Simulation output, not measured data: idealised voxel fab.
Process module name: voxel local oxidation
We display cut, a cross-section 145 nm in width whose square cells are each 5 nm.
Cross-section format: a grid of square cells, given as bands from top to bottom; each band is one or more rows of cells.
Read a band's entry like this: the first values are the height of its top and the height of its bottom in nm, and what follows is the sequence of materials from left to right, each with its width in nm. Note that "empty" is empty space, and that a single material marked "edge to edge" reaches across the band from edge to edge.
Convention: height 0 is the level below which the wafer, as received, is all one material. The lowest band does not terminate at the bottom but continues downward, represented as "0 down".
Quick explanation for "30 to 40": the width changes in equal steps down the rows of cells, from the first number in the band's top row to the second number in its bottom row.
Basically "everything unchanged" means that step didn't change any cell in the cross-section.
Enclosed voids (no open way to top), threshold 8 cells or more, entry "Non-vented voids", notation width x height at distance, distance from left edge, nm.
The remark found on a step's line after its settings is issued by the simulator itself and pertains to that step.
overlay nm: right-of-plan distance of the mask on a masked step; negative values mean left-of-plan.

**Process steps foreseen in the plan**
1 RECEIVE with material Si
2 CONFORMAL_DEP with material SiO2, thk nm 5
3 CONFORMAL_DEP with material SiN, thk nm 10
4 PATTERN with tone cover, mask id ACTIVE, material resist, width nm 100, thk nm 20, overlay nm 0
5 DIRECTIONAL_ETCH with etch materials SiN, depth nm 10
6 STRIP with etch materials resist
7 SELECTIVE_ETCH with etch materials SiO2, depth nm 5
8 OXIDIZE with depth nm 15
9 STRIP with etch materials SiN

**Here's what the wafer looked like in cross-section when it arrived - that's after step 1**
0 down | Si edge to edge
Non-vented voids: none

**The plan above was carried out on the starting structure above with one mistake, and this cross-section shows the wafer at the end of the module**
5 to 0 | empty 35 nm; SiO2 70 nm; empty 40 nm
0 to -15 | SiO2 50 nm; Si 40 nm; SiO2 55 nm
-15 down | Si edge to edge
Non-vented voids: none
Heads up, the wafer didn't run the way we planned it: not per plan at step 7, really ran SELECTIVE_ETCH with etch materials SiO2, depth nm 15
